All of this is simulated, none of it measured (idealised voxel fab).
Herein follows the process module entitled voxel self aligned vias.
265 nm wide, 5 nm square cells: that's cross-section cut.
How to read a cross-section here: the picture is a grid of square cells, written as bands going from the top down, and any band can span one or more rows of cells. Band entry format. Leading values: height of top, height of bottom, nm. Remainder: materials in left-to-right order, each with its width in nm. Special words: "all across" on a single material, which then fills the band edge to edge; "empty", empty space. For the purposes of this specification, 0 denotes the height below which the wafer in its as-received condition is composed wholly of one material, and the lowermost band, lacking a lower limit, extends downward without end, as expressed in "from 0 down". Think of "30..40" as a width that walks from the first number to the second as you go down the band, top row to bottom row, taking equal-sized steps from row to row. Step marked "all unchanged"? Then no cell in the cross-section changed in it. Basically, "Cavities, closed" tells you about the enclosed voids: empty spaces with no open way to the top, 8 cells or bigger, each written width x height at distance, where distance is from the left edge, all in nm. Note: text after step settings on the step line = simulator remark on that step. overlay nm: on a step with a mask, how far right of its planned place the mask lay; negative means left. Pairs follow: section before one process step, section after it down to the lowest changed band, step with settings underneath. Pairs may come from different runs of this module on the same starting wafer; continuity with the pair above only as stated in the "Before this step" entry.
Before this step
  from 0 down | Si all across
  Cavities, closed: none
Post-Step Snapshot
  from 10 to 0 | SiO2 all across
  Below 0, no change.
  Cavities, closed: none
The process step bridging the two cross-sections above: CONFORMAL_DEP | material SiO2 | thk nm 10
Before this step: nothing new to draw here, it's the after view of the pair just above.
Post-Step Snapshot
  from 15 to 10 | SiCN all across
  Below 10, no change.
  Cavities, closed: none
The process step bridging the two cross-sections above: CONFORMAL_DEP | material SiCN | thk nm 5
Before this step: nothing new to draw here, it's the after view of the pair just above.
Post-Step Snapshot
  from 40 to 15 | SiO2 all across
  Below 15, no change.
  Cavities, closed: none
The process step bridging the two cross-sections above: DIRECTIONAL_DEP | material SiO2 | thk nm 25
Before this step: nothing new to draw here, it's the after view of the pair just above.
Post-Step Snapshot
  from 40 to 15 | 60 SiO2, then 25 empty, then 35 SiO2, then 25 empty, then 35 SiO2, then 25 empty, then 60 SiO2
  Below 15, no change.
  Cavities, closed: none
The process step bridging the two cross-sections above: MASKED_ETCH | tone open | mask id LINES | width nm 25 | pitch nm 60 | etch materials SiO2 | depth nm 25 | overlay nm 0
Before this step: nothing new to draw here, it's the after view of the pair just above.
Post-Step Snapshot
  from 45 to 40 | 65 TiN, then 15 empty, then 45 TiN, then 15 empty, then 45 TiN, then 15 empty, then 65 TiN
  from 40 to 20 | 60 SiO2, then 5 TiN, then 15 empty, then 5 TiN, then 35 SiO2, then 5 TiN, then 15 empty, then 5 TiN, then 35 SiO2, then 5 TiN, then 15 empty, then 5 TiN, then 60 SiO2
  from 20 to 15 | 60 SiO2, then 25 TiN, then 35 SiO2, then 25 TiN, then 35 SiO2, then 25 TiN, then 60 SiO2
  Below 15, no change.
  Cavities, closed: none
The process step bridging the two cross-sections above: CONFORMAL_DEP | material TiN | thk nm 5
Before this step: nothing new to draw here, it's the after view of the pair just above.
Post-Step Snapshot
  from 55 to 45 | W all across
  from 45 to 40 | 65 TiN, then 15 W, then 45 TiN, then 15 W, then 45 TiN, then 15 W, then 65 TiN
  from 40 to 20 | 60 SiO2, then 5 TiN, then 15 W, then 5 TiN, then 35 SiO2, then 5 TiN, then 15 W, then 5 TiN, then 35 SiO2, then 5 TiN, then 15 W, then 5 TiN, then 60 SiO2
  Below 20, no change.
  Cavities, closed: none
The process step bridging the two cross-sections above: FILL_DEP | material W | thk nm 10
Before this step: nothing new to draw here, it's the after view of the pair just above.
Post-Step Snapshot
  from 40 to 20 | 60 SiO2, then 5 TiN, then 15 W, then 5 TiN, then 35 SiO2, then 5 TiN, then 15 W, then 5 TiN, then 35 SiO2, then 5 TiN, then 15 W, then 5 TiN, then 60 SiO2
  Below 20, no change.
  Cavities, closed: none
The process step bridging the two cross-sections above: CMP | height nm 40
Before this step: nothing new to draw here, it's the after view of the pair just above.
Post-Step Snapshot
  from 40 to 35 | 60 SiO2, then 25 empty, then 35 SiO2, then 25 empty, then 35 SiO2, then 25 empty, then 60 SiO2
  Below 35, no change.
  Cavities, closed: none
The process step bridging the two cross-sections above: SELECTIVE_ETCH | etch materials W Ru TiN | depth nm 5
Before this step: nothing new to draw here, it's the after view of the pair just above.
Post-Step Snapshot
  from 50 to 40 | SiN all across
  from 40 to 35 | 60 SiO2, then 25 SiN, then 35 SiO2, then 25 SiN, then 35 SiO2, then 25 SiN, then 60 SiO2
  Below 35, no change.
  Cavities, closed: none
The process step bridging the two cross-sections above: FILL_DEP | material SiN | thk nm 10
Before this step: nothing new to draw here, it's the after view of the pair just above.
Post-Step Snapshot
  from 40 to 35 | 60 SiO2, then 25 SiN, then 35 SiO2, then 25 SiN, then 35 SiO2, then 25 SiN, then 60 SiO2
  Below 35, no change.
  Cavities, closed: none
The process step bridging the two cross-sections above: CMP | height nm 40
Before this step: nothing new to draw here, it's the after view of the pair just above.
Post-Step Snapshot
  from 60 to 40 | SiO2 all across
  Below 40, no change.
  Cavities, closed: none
The process step bridging the two cross-sections above: DIRECTIONAL_DEP | material SiO2 | thk nm 20
Before this step: nothing new to draw here, it's the after view of the pair just above.
Post-Step Snapshot
  from 80 to 60 | 55 resist, then 35 empty, then 85 resist, then 35 empty, then 55 resist
  Below 60, no change.
  Cavities, closed: none
The process step bridging the two cross-sections above: PATTERN | tone open | mask id VIAS | material resist | width nm 35 | pitch nm 120 | thk nm 20 | overlay nm 0
Before this step: nothing new to draw here, it's the after view of the pair just above.
Post-Step Snapshot
  from 80 to 60 | 55 resist, then 35 empty, then 85 resist, then 35 empty, then 55 resist
  from 60 to 40 | 55 SiO2, then 35 empty, then 85 SiO2, then 35 empty, then 55 SiO2
  Below 40, no change.
  Cavities, closed: none
The process step bridging the two cross-sections above: DIRECTIONAL_ETCH | etch materials SiO2 | depth nm 20
Before this step: nothing new to draw here, it's the after view of the pair just above.
Post-Step Snapshot
  from 80 to 60 | 55 resist, then 35 empty, then 85 resist, then 35 empty, then 55 resist
  from 60 to 40 | 55 SiO2, then 35 empty, then 85 SiO2, then 35 empty, then 55 SiO2
  from 40 to 35 | 60 SiO2, then 25 empty, then 35 SiO2, then 25 SiN, then 35 SiO2, then 25 empty, then 60 SiO2
  Below 35, no change.
  Cavities, closed: none
The process step bridging the two cross-sections above: DIRECTIONAL_ETCH | etch materials SiN | depth nm 5
Before this step: nothing new to draw here, it's the after view of the pair just above.
Post-Step Snapshot
  from 60 to 40 | 55 SiO2, then 35 empty, then 85 SiO2, then 35 empty, then 55 SiO2
  Below 40, no change.
  Cavities, closed: none
The process step bridging the two cross-sections above: STRIP | etch materials resist
Before this step: nothing new to draw here, it's the after view of the pair just above.
Post-Step Snapshot
  from 65 to 60 | 60 TiN, then 25 empty, then 95 TiN, then 25 empty, then 60 TiN
  from 60 to 45 | 55 SiO2, then 5 TiN, then 25 empty, then 5 TiN, then 85 SiO2, then 5 TiN, then 25 empty, then 5 TiN, then 55 SiO2
  from 45 to 40 | 55 SiO2, then 10 TiN, then 15 empty, then 10 TiN, then 85 SiO2, then 10 TiN, then 15 empty, then 10 TiN, then 55 SiO2
  from 40 to 35 | 60 SiO2, then 25 TiN, then 35 SiO2, then 25 SiN, then 35 SiO2, then 25 TiN, then 60 SiO2
  Below 35, no change.
  Cavities, closed: none
The process step bridging the two cross-sections above: CONFORMAL_DEP | material TiN | thk nm 5
Before this step: nothing new to draw here, it's the after view of the pair just above.
Post-Step Snapshot
  from 70 to 65 | Ru all across
  from 65 to 60 | 60 TiN, then 25 Ru, then 95 TiN, then 25 Ru, then 60 TiN
  from 60 to 45 | 55 SiO2, then 5 TiN, then 25 Ru, then 5 TiN, then 85 SiO2, then 5 TiN, then 25 Ru, then 5 TiN, then 55 SiO2
  from 45 to 40 | 55 SiO2, then 10 TiN, then 15 Ru, then 10 TiN, then 85 SiO2, then 10 TiN, then 15 Ru, then 10 TiN, then 55 SiO2
  Below 40, no change.
  Cavities, closed: none
The process step bridging the two cross-sections above: FILL_DEP | material Ru | thk nm 5
Before this step: nothing new to draw here, it's the after view of the pair just above.
Post-Step Snapshot
  from 60 to 45 | 55 SiO2, then 5 TiN, then 25 Ru, then 5 TiN, then 85 SiO2, then 5 TiN, then 25 Ru, then 5 TiN, then 55 SiO2
  Below 45, no change.
  Cavities, closed: none
The process step bridging the two cross-sections above: CMP | height nm 60
Before this step: nothing new to draw here, it's the after view of the pair just above.
Post-Step Snapshot
  from 65 to 60 | SiN all across
  Below 60, no change.
  Cavities, closed: none
The process step bridging the two cross-sections above: CONFORMAL_DEP | material SiN | thk nm 5
Before this step
  from 10 to 0 | SiO2 all across
  from 0 down | Si all across
  Cavities, closed: none
Post-Step Snapshot
  from 35 to 0 | SiO2 all across
  Below 0, no change.
  Cavities, closed: none
The process step bridging the two cross-sections above: DIRECTIONAL_DEP | material SiO2 | thk nm 25
Before this step: nothing new to draw here, it's the after view of the pair just above.
Post-Step Snapshot
  from 35 to 10 | 60 SiO2, then 25 empty, then 35 SiO2, then 25 empty, then 35 SiO2, then 25 empty, then 60 SiO2
  Below 10, no change.
  Cavities, closed: none
The process step bridging the two cross-sections above: MASKED_ETCH | tone open | mask id LINES | width nm 25 | pitch nm 60 | etch materials SiO2 | depth nm 25 | overlay nm 0
Before this step: nothing new to draw here, it's the after view of the pair just above.
Post-Step Snapshot
  from 40 to 35 | 65 TiN, then 15 empty, then 45 TiN, then 15 empty, then 45 TiN, then 15 empty, then 65 TiN
  from 35 to 15 | 60 SiO2, then 5 TiN, then 15 empty, then 5 TiN, then 35 SiO2, then 5 TiN, then 15 empty, then 5 TiN, then 35 SiO2, then 5 TiN, then 15 empty, then 5 TiN, then 60 SiO2
  from 15 to 10 | 60 SiO2, then 25 TiN, then 35 SiO2, then 25 TiN, then 35 SiO2, then 25 TiN, then 60 SiO2
  Below 10, no change.
  Cavities, closed: none
The process step bridging the two cross-sections above: CONFORMAL_DEP | material TiN | thk nm 5
Before this step: nothing new to draw here, it's the after view of the pair just above.
Post-Step Snapshot
  from 50 to 40 | W all across
  from 40 to 35 | 65 TiN, then 15 W, then 45 TiN, then 15 W, then 45 TiN, then 15 W, then 65 TiN
  from 35 to 15 | 60 SiO2, then 5 TiN, then 15 W, then 5 TiN, then 35 SiO2, then 5 TiN, then 15 W, then 5 TiN, then 35 SiO2, then 5 TiN, then 15 W, then 5 TiN, then 60 SiO2
  Below 15, no change.
  Cavities, closed: none
The process step bridging the two cross-sections above: FILL_DEP | material W | thk nm 10
Before this step: nothing new to draw here, it's the after view of the pair just above.
Post-Step Snapshot
  from 40 to 35 | 65 TiN, then 15 W, then 45 TiN, then 15 W, then 45 TiN, then 15 W, then 65 TiN
  Below 35, no change.
  Cavities, closed: none
The process step bridging the two cross-sections above: CMP | height nm 40
Before this step: nothing new to draw here, it's the after view of the pair just above.
Post-Step Snapshot
  from 35 to 15 | 60 SiO2, then 5 TiN, then 15 W, then 5 TiN, then 35 SiO2, then 5 TiN, then 15 W, then 5 TiN, then 35 SiO2, then 5 TiN, then 15 W, then 5 TiN, then 60 SiO2
  Below 15, no change.
  Cavities, closed: none
The process step bridging the two cross-sections above: SELECTIVE_ETCH | etch materials W Ru TiN | depth nm 5
Before this step: nothing new to draw here, it's the after view of the pair just above.
Post-Step Snapshot
  from 45 to 35 | SiN all across
  Below 35, no change.
  Cavities, closed: none
The process step bridging the two cross-sections above: FILL_DEP | material SiN | thk nm 10
Before this step: nothing new to draw here, it's the after view of the pair just above.
Post-Step Snapshot
  from 40 to 35 | SiN all across
  Below 35, no change.
  Cavities, closed: none
The process step bridging the two cross-sections above: CMP | height nm 40
Before this step: nothing new to draw here, it's the after view of the pair just above.
Post-Step Snapshot
  from 60 to 40 | SiO2 all across
  Below 40, no change.
  Cavities, closed: none
The process step bridging the two cross-sections above: DIRECTIONAL_DEP | material SiO2 | thk nm 20
Before this step: nothing new to draw here, it's the after view of the pair just above.
Post-Step Snapshot
  from 80 to 60 | 55 resist, then 35 empty, then 85 resist, then 35 empty, then 55 resist
  Below 60, no change.
  Cavities, closed: none
The process step bridging the two cross-sections above: PATTERN | tone open | mask id VIAS | material resist | width nm 35 | pitch nm 120 | thk nm 20 | overlay nm 0
Before this step: nothing new to draw here, it's the after view of the pair just above.
Post-Step Snapshot
  from 80 to 60 | 55 resist, then 35 empty, then 85 resist, then 35 empty, then 55 resist
  from 60 to 40 | 55 SiO2, then 35 empty, then 85 SiO2, then 35 empty, then 55 SiO2
  Below 40, no change.
  Cavities, closed: none
The process step bridging the two cross-sections above: DIRECTIONAL_ETCH | etch materials SiO2 | depth nm 20
Before this step: nothing new to draw here, it's the after view of the pair just above.
Post-Step Snapshot
  from 80 to 60 | 55 resist, then 35 empty, then 85 resist, then 35 empty, then 55 resist
  from 60 to 40 | 55 SiO2, then 35 empty, then 85 SiO2, then 35 empty, then 55 SiO2
  from 40 to 35 | 55 SiN, then 35 empty, then 85 SiN, then 35 empty, then 55 SiN
  Below 35, no change.
  Cavities, closed: none
The process step bridging the two cross-sections above: DIRECTIONAL_ETCH | etch materials SiN | depth nm 5
Before this step: nothing new to draw here, it's the after view of the pair just above.
Post-Step Snapshot
  from 60 to 40 | 55 SiO2, then 35 empty, then 85 SiO2, then 35 empty, then 55 SiO2
  Below 40, no change.
  Cavities, closed: none
The process step bridging the two cross-sections above: STRIP | etch materials resist
Before this step: nothing new to draw here, it's the after view of the pair just above.
Post-Step Snapshot
  from 65 to 60 | 60 TiN, then 25 empty, then 95 TiN, then 25 empty, then 60 TiN
  from 60 to 40 | 55 SiO2, then 5 TiN, then 25 empty, then 5 TiN, then 85 SiO2, then 5 TiN, then 25 empty, then 5 TiN, then 55 SiO2
  from 40 to 35 | 55 SiN, then 35 TiN, then 85 SiN, then 35 TiN, then 55 SiN
  Below 35, no change.
  Cavities, closed: none
The process step bridging the two cross-sections above: CONFORMAL_DEP | material TiN | thk nm 5
Before this step: nothing new to draw here, it's the after view of the pair just above.
Post-Step Snapshot
  from 70 to 65 | Ru all across
  from 65 to 60 | 60 TiN, then 25 Ru, then 95 TiN, then 25 Ru, then 60 TiN
  from 60 to 40 | 55 SiO2, then 5 TiN, then 25 Ru, then 5 TiN, then 85 SiO2, then 5 TiN, then 25 Ru, then 5 TiN, then 55 SiO2
  Below 40, no change.
  Cavities, closed: none
The process step bridging the two cross-sections above: FILL_DEP | material Ru | thk nm 5
Before this step: nothing new to draw here, it's the after view of the pair just above.
Post-Step Snapshot
  from 60 to 40 | 55 SiO2, then 5 TiN, then 25 Ru, then 5 TiN, then 85 SiO2, then 5 TiN, then 25 Ru, then 5 TiN, then 55 SiO2
  Below 40, no change.
  Cavities, closed: none
The process step bridging the two cross-sections above: CMP | height nm 60
Before this step: nothing new to draw here, it's the after view of the pair just above.
Post-Step Snapshot
  from 65 to 60 | SiN all across
  Below 60, no change.
  Cavities, closed: none
The process step bridging the two cross-sections above: CONFORMAL_DEP | material SiN | thk nm 5
Before this step
  from 80 to 60 | 55 resist, then 35 empty, then 85 resist, then 35 empty, then 55 resist
  from 60 to 40 | 55 SiO2, then 35 empty, then 85 SiO2, then 35 empty, then 55 SiO2
  from 40 to 35 | 60 SiO2, then 25 SiN, then 35 SiO2, then 25 SiN, then 35 SiO2, then 25 SiN, then 60 SiO2
  from 35 to 20 | 60 SiO2, then 5 TiN, then 15 W, then 5 TiN, then 35 SiO2, then 5 TiN, then 15 W, then 5 TiN, then 35 SiO2, then 5 TiN, then 15 W, then 5 TiN, then 60 SiO2
  from 20 to 15 | 60 SiO2, then 25 TiN, then 35 SiO2, then 25 TiN, then 35 SiO2, then 25 TiN, then 60 SiO2
  from 15 to 10 | SiCN all across
  from 10 to 0 | SiO2 all across
  from 0 down | Si all across
  Cavities, closed: none
Post-Step Snapshot
  from 80 to 60 | 55 resist, then 35 empty, then 85 resist, then 35 empty, then 55 resist
  from 60 to 40 | 55 SiO2, then 35 empty, then 85 SiO2, then 35 empty, then 55 SiO2
  from 40 to 35 | 55 SiO2, then 5 empty, then 25 SiN, then 5 empty, then 30 SiO2, then 25 SiN, then 30 SiO2, then 5 empty, then 25 SiN, then 5 empty, then 55 SiO2
  from 35 to 20 | 55 SiO2, then 5 empty, then 5 TiN, then 15 W, then 5 TiN, then 5 empty, then 30 SiO2, then 5 TiN, then 15 W, then 5 TiN, then 30 SiO2, then 5 empty, then 5 TiN, then 15 W, then 5 TiN, then 5 empty, then 55 SiO2
  Below 20, no change.
  Cavities, closed: none
The process step bridging the two cross-sections above: DIRECTIONAL_ETCH | etch materials SiO2 | depth nm 20
Before this step: nothing new to draw here, it's the after view of the pair just above.
Post-Step Snapshot
  from 80 to 60 | 55 resist, then 35 empty, then 85 resist, then 35 empty, then 55 resist
  from 60 to 40 | 55 SiO2, then 35 empty, then 85 SiO2, then 35 empty, then 55 SiO2
  from 40 to 35 | 55 SiO2, then 35 empty, then 30 SiO2, then 25 SiN, then 30 SiO2, then 35 empty, then 55 SiO2
  Below 35, no change.
  Cavities, closed: none
The process step bridging the two cross-sections above: DIRECTIONAL_ETCH | etch materials SiN | depth nm 5
Before this step: nothing new to draw here, it's the after view of the pair just above.
Post-Step Snapshot
  from 60 to 40 | 55 SiO2, then 35 empty, then 85 SiO2, then 35 empty, then 55 SiO2
  Below 40, no change.
  Cavities, closed: none
The process step bridging the two cross-sections above: STRIP | etch materials resist
Before this step: nothing new to draw here, it's the after view of the pair just above.
Post-Step Snapshot
  from 65 to 60 | 60 TiN, then 25 empty, then 95 TiN, then 25 empty, then 60 TiN
  from 60 to 40 | 55 SiO2, then 5 TiN, then 25 empty, then 5 TiN, then 85 SiO2, then 5 TiN, then 25 empty, then 5 TiN, then 55 SiO2
  from 40 to 35 | 55 SiO2, then 35 TiN, then 30 SiO2, then 25 SiN, then 30 SiO2, then 35 TiN, then 55 SiO2
  from 35 to 20 | 55 SiO2, then 10 TiN, then 15 W, then 10 TiN, then 30 SiO2, then 5 TiN, then 15 W, then 5 TiN, then 30 SiO2, then 10 TiN, then 15 W, then 10 TiN, then 55 SiO2
  Below 20, no change.
  Cavities, closed: none
The process step bridging the two cross-sections above: CONFORMAL_DEP | material TiN | thk nm 5
Before this step: nothing new to draw here, it's the after view of the pair just above.
Post-Step Snapshot
  from 70 to 65 | Ru all across
  from 65 to 60 | 60 TiN, then 25 Ru, then 95 TiN, then 25 Ru, then 60 TiN
  from 60 to 40 | 55 SiO2, then 5 TiN, then 25 Ru, then 5 TiN, then 85 SiO2, then 5 TiN, then 25 Ru, then 5 TiN, then 55 SiO2
  Below 40, no change.
  Cavities, closed: none
The process step bridging the two cross-sections above: FILL_DEP | material Ru | thk nm 5
Before this step: nothing new to draw here, it's the after view of the pair just above.
Post-Step Snapshot
  from 60 to 40 | 55 SiO2, then 5 TiN, then 25 Ru, then 5 TiN, then 85 SiO2, then 5 TiN, then 25 Ru, then 5 TiN, then 55 SiO2
  Below 40, no change.
  Cavities, closed: none
The process step bridging the two cross-sections above: CMP | height nm 60
Before this step: nothing new to draw here, it's the after view of the pair just above.
Post-Step Snapshot
  from 65 to 60 | SiN all across
  Below 60, no change.
  Cavities, closed: none
The process step bridging the two cross-sections above: CONFORMAL_DEP | material SiN | thk nm 5
Before this step
  from 0 down | Si all across
  Cavities, closed: none
Post-Step Snapshot
  from 5 to 0 | SiCN all across
  Below 0, no change.
  Cavities, closed: none
The process step bridging the two cross-sections above: CONFORMAL_DEP | material SiCN | thk nm 5
Before this step: nothing new to draw here, it's the after view of the pair just above.
Post-Step Snapshot
  from 15 to 5 | SiO2 all across
  Below 5, no change.
  Cavities, closed: none
The process step bridging the two cross-sections above: CONFORMAL_DEP | material SiO2 | thk nm 10
Before this step: nothing new to draw here, it's the after view of the pair just above.
Post-Step Snapshot
  from 40 to 5 | SiO2 all across
  Below 5, no change.
  Cavities, closed: none
The process step bridging the two cross-sections above: DIRECTIONAL_DEP | material SiO2 | thk nm 25
Before this step: nothing new to draw here, it's the after view of the pair just above.
Post-Step Snapshot
  from 40 to 15 | 60 SiO2, then 25 empty, then 35 SiO2, then 25 empty, then 35 SiO2, then 25 empty, then 60 SiO2
  Below 15, no change.
  Cavities, closed: none
The process step bridging the two cross-sections above: MASKED_ETCH | tone open | mask id LINES | width nm 25 | pitch nm 60 | etch materials SiO2 | depth nm 25 | overlay nm 0
Before this step: nothing new to draw here, it's the after view of the pair just above.
Post-Step Snapshot
  from 45 to 40 | 65 TiN, then 15 empty, then 45 TiN, then 15 empty, then 45 TiN, then 15 empty, then 65 TiN
  from 40 to 20 | 60 SiO2, then 5 TiN, then 15 empty, then 5 TiN, then 35 SiO2, then 5 TiN, then 15 empty, then 5 TiN, then 35 SiO2, then 5 TiN, then 15 empty, then 5 TiN, then 60 SiO2
  from 20 to 15 | 60 SiO2, then 25 TiN, then 35 SiO2, then 25 TiN, then 35 SiO2, then 25 TiN, then 60 SiO2
  Below 15, no change.
  Cavities, closed: none
The process step bridging the two cross-sections above: CONFORMAL_DEP | material TiN | thk nm 5
Before this step: nothing new to draw here, it's the after view of the pair just above.
Post-Step Snapshot
  from 55 to 45 | W all across
  from 45 to 40 | 65 TiN, then 15 W, then 45 TiN, then 15 W, then 45 TiN, then 15 W, then 65 TiN
  from 40 to 20 | 60 SiO2, then 5 TiN, then 15 W, then 5 TiN, then 35 SiO2, then 5 TiN, then 15 W, then 5 TiN, then 35 SiO2, then 5 TiN, then 15 W, then 5 TiN, then 60 SiO2
  Below 20, no change.
  Cavities, closed: none
The process step bridging the two cross-sections above: FILL_DEP | material W | thk nm 10
Before this step: nothing new to draw here, it's the after view of the pair just above.
Post-Step Snapshot
  from 40 to 20 | 60 SiO2, then 5 TiN, then 15 W, then 5 TiN, then 35 SiO2, then 5 TiN, then 15 W, then 5 TiN, then 35 SiO2, then 5 TiN, then 15 W, then 5 TiN, then 60 SiO2
  Below 20, no change.
  Cavities, closed: none
The process step bridging the two cross-sections above: CMP | height nm 40
Before this step: nothing new to draw here, it's the after view of the pair just above.
Post-Step Snapshot
  from 40 to 35 | 60 SiO2, then 25 empty, then 35 SiO2, then 25 empty, then 35 SiO2, then 25 empty, then 60 SiO2
  Below 35, no change.
  Cavities, closed: none
The process step bridging the two cross-sections above: SELECTIVE_ETCH | etch materials W Ru TiN | depth nm 5
Before this step: nothing new to draw here, it's the after view of the pair just above.
Post-Step Snapshot
  from 50 to 40 | SiN all across
  from 40 to 35 | 60 SiO2, then 25 SiN, then 35 SiO2, then 25 SiN, then 35 SiO2, then 25 SiN, then 60 SiO2
  Below 35, no change.
  Cavities, closed: none
The process step bridging the two cross-sections above: FILL_DEP | material SiN | thk nm 10
Before this step: nothing new to draw here, it's the after view of the pair just above.
Post-Step Snapshot
  from 40 to 35 | 60 SiO2, then 25 SiN, then 35 SiO2, then 25 SiN, then 35 SiO2, then 25 SiN, then 60 SiO2
  Below 35, no change.
  Cavities, closed: none
The process step bridging the two cross-sections above: CMP | height nm 40
Before this step: nothing new to draw here, it's the after view of the pair just above.
Post-Step Snapshot
  from 60 to 40 | SiO2 all across
  Below 40, no change.
  Cavities, closed: none
The process step bridging the two cross-sections above: DIRECTIONAL_DEP | material SiO2 | thk nm 20
Before this step: nothing new to draw here, it's the after view of the pair just above.
Post-Step Snapshot
  from 80 to 60 | 55 resist, then 35 empty, then 85 resist, then 35 empty, then 55 resist
  Below 60, no change.
  Cavities, closed: none
The process step bridging the two cross-sections above: PATTERN | tone open | mask id VIAS | material resist | width nm 35 | pitch nm 120 | thk nm 20 | overlay nm 0
Before this step: nothing new to draw here, it's the after view of the pair just above.
Post-Step Snapshot
  from 80 to 60 | 55 resist, then 35 empty, then 85 resist, then 35 empty, then 55 resist
  from 60 to 40 | 55 SiO2, then 35 empty, then 85 SiO2, then 35 empty, then 55 SiO2
  Below 40, no change.
  Cavities, closed: none
The process step bridging the two cross-sections above: DIRECTIONAL_ETCH | etch materials SiO2 | depth nm 20
Before this step: nothing new to draw here, it's the after view of the pair just above.
Post-Step Snapshot
  from 80 to 60 | 55 resist, then 35 empty, then 85 resist, then 35 empty, then 55 resist
  from 60 to 40 | 55 SiO2, then 35 empty, then 85 SiO2, then 35 empty, then 55 SiO2
  from 40 to 35 | 60 SiO2, then 25 empty, then 35 SiO2, then 25 SiN, then 35 SiO2, then 25 empty, then 60 SiO2
  Below 35, no change.
  Cavities, closed: none
The process step bridging the two cross-sections above: DIRECTIONAL_ETCH | etch materials SiN | depth nm 5
Before this step: nothing new to draw here, it's the after view of the pair just above.
Post-Step Snapshot
  from 60 to 40 | 55 SiO2, then 35 empty, then 85 SiO2, then 35 empty, then 55 SiO2
  Below 40, no change.
  Cavities, closed: none
The process step bridging the two cross-sections above: STRIP | etch materials resist
Before this step: nothing new to draw here, it's the after view of the pair just above.
Post-Step Snapshot
  from 65 to 60 | 60 TiN, then 25 empty, then 95 TiN, then 25 empty, then 60 TiN
  from 60 to 45 | 55 SiO2, then 5 TiN, then 25 empty, then 5 TiN, then 85 SiO2, then 5 TiN, then 25 empty, then 5 TiN, then 55 SiO2
  from 45 to 40 | 55 SiO2, then 10 TiN, then 15 empty, then 10 TiN, then 85 SiO2, then 10 TiN, then 15 empty, then 10 TiN, then 55 SiO2
  from 40 to 35 | 60 SiO2, then 25 TiN, then 35 SiO2, then 25 SiN, then 35 SiO2, then 25 TiN, then 60 SiO2
  Below 35, no change.
  Cavities, closed: none
The process step bridging the two cross-sections above: CONFORMAL_DEP | material TiN | thk nm 5
Before this step: nothing new to draw here, it's the after view of the pair just above.
Post-Step Snapshot
  from 70 to 65 | Ru all across
  from 65 to 60 | 60 TiN, then 25 Ru, then 95 TiN, then 25 Ru, then 60 TiN
  from 60 to 45 | 55 SiO2, then 5 TiN, then 25 Ru, then 5 TiN, then 85 SiO2, then 5 TiN, then 25 Ru, then 5 TiN, then 55 SiO2
  from 45 to 40 | 55 SiO2, then 10 TiN, then 15 Ru, then 10 TiN, then 85 SiO2, then 10 TiN, then 15 Ru, then 10 TiN, then 55 SiO2
  Below 40, no change.
  Cavities, closed: none
The process step bridging the two cross-sections above: FILL_DEP | material Ru | thk nm 5
Before this step: nothing new to draw here, it's the after view of the pair just above.
Post-Step Snapshot
  from 60 to 45 | 55 SiO2, then 5 TiN, then 25 Ru, then 5 TiN, then 85 SiO2, then 5 TiN, then 25 Ru, then 5 TiN, then 55 SiO2
  Below 45, no change.
  Cavities, closed: none
The process step bridging the two cross-sections above: CMP | height nm 60
Before this step: nothing new to draw here, it's the after view of the pair just above.
Post-Step Snapshot
  from 65 to 60 | SiN all across
  Below 60, no change.
  Cavities, closed: none
The process step bridging the two cross-sections above: CONFORMAL_DEP | material SiN | thk nm 5
Before this step
  from 0 down | Si all across
  Cavities, closed: none
Post-Step Snapshot
  from 5 to 0 | SiO2 all across
  Below 0, no change.
  Cavities, closed: none
The process step bridging the two cross-sections above: CONFORMAL_DEP | material SiO2 | thk nm 5
Before this step: nothing new to draw here, it's the after view of the pair just above.
Post-Step Snapshot
  from 10 to 5 | SiCN all across
  Below 5, no change.
  Cavities, closed: none
The process step bridging the two cross-sections above: CONFORMAL_DEP | material SiCN | thk nm 5
Before this step: nothing new to draw here, it's the after view of the pair just above.
Post-Step Snapshot
  from 35 to 10 | SiO2 all across
  Below 10, no change.
  Cavities, closed: none
The process step bridging the two cross-sections above: DIRECTIONAL_DEP | material SiO2 | thk nm 25
Before this step: nothing new to draw here, it's the after view of the pair just above.
Post-Step Snapshot
  from 35 to 10 | 60 SiO2, then 25 empty, then 35 SiO2, then 25 empty, then 35 SiO2, then 25 empty, then 60 SiO2
  Below 10, no change.
  Cavities, closed: none
The process step bridging the two cross-sections above: MASKED_ETCH | tone open | mask id LINES | width nm 25 | pitch nm 60 | etch materials SiO2 | depth nm 25 | overlay nm 0
Before this step: nothing new to draw here, it's the after view of the pair just above.
Post-Step Snapshot
  from 40 to 35 | 65 TiN, then 15 empty, then 45 TiN, then 15 empty, then 45 TiN, then 15 empty, then 65 TiN
  from 35 to 15 | 60 SiO2, then 5 TiN, then 15 empty, then 5 TiN, then 35 SiO2, then 5 TiN, then 15 empty, then 5 TiN, then 35 SiO2, then 5 TiN, then 15 empty, then 5 TiN, then 60 SiO2
  from 15 to 10 | 60 SiO2, then 25 TiN, then 35 SiO2, then 25 TiN, then 35 SiO2, then 25 TiN, then 60 SiO2
  Below 10, no change.
  Cavities, closed: none
The process step bridging the two cross-sections above: CONFORMAL_DEP | material TiN | thk nm 5
Before this step: nothing new to draw here, it's the after view of the pair just above.
Post-Step Snapshot
  from 50 to 40 | W all across
  from 40 to 35 | 65 TiN, then 15 W, then 45 TiN, then 15 W, then 45 TiN, then 15 W, then 65 TiN
  from 35 to 15 | 60 SiO2, then 5 TiN, then 15 W, then 5 TiN, then 35 SiO2, then 5 TiN, then 15 W, then 5 TiN, then 35 SiO2, then 5 TiN, then 15 W, then 5 TiN, then 60 SiO2
  Below 15, no change.
  Cavities, closed: none
The process step bridging the two cross-sections above: FILL_DEP | material W | thk nm 10
Before this step: nothing new to draw here, it's the after view of the pair just above.
Post-Step Snapshot
  from 40 to 35 | 65 TiN, then 15 W, then 45 TiN, then 15 W, then 45 TiN, then 15 W, then 65 TiN
  Below 35, no change.
  Cavities, closed: none
The process step bridging the two cross-sections above: CMP | height nm 40
Before this step: nothing new to draw here, it's the after view of the pair just above.
Post-Step Snapshot
  from 35 to 15 | 60 SiO2, then 5 TiN, then 15 W, then 5 TiN, then 35 SiO2, then 5 TiN, then 15 W, then 5 TiN, then 35 SiO2, then 5 TiN, then 15 W, then 5 TiN, then 60 SiO2
  Below 15, no change.
  Cavities, closed: none
The process step bridging the two cross-sections above: SELECTIVE_ETCH | etch materials W Ru TiN | depth nm 5
Before this step: nothing new to draw here, it's the after view of the pair just above.
Post-Step Snapshot
  from 45 to 35 | SiN all across
  Below 35, no change.
  Cavities, closed: none
The process step bridging the two cross-sections above: FILL_DEP | material SiN | thk nm 10
Before this step: nothing new to draw here, it's the after view of the pair just above.
Post-Step Snapshot
  from 40 to 35 | SiN all across
  Below 35, no change.
  Cavities, closed: none
The process step bridging the two cross-sections above: CMP | height nm 40
Before this step: nothing new to draw here, it's the after view of the pair just above.
Post-Step Snapshot
  from 60 to 40 | SiO2 all across
  Below 40, no change.
  Cavities, closed: none
The process step bridging the two cross-sections above: DIRECTIONAL_DEP | material SiO2 | thk nm 20
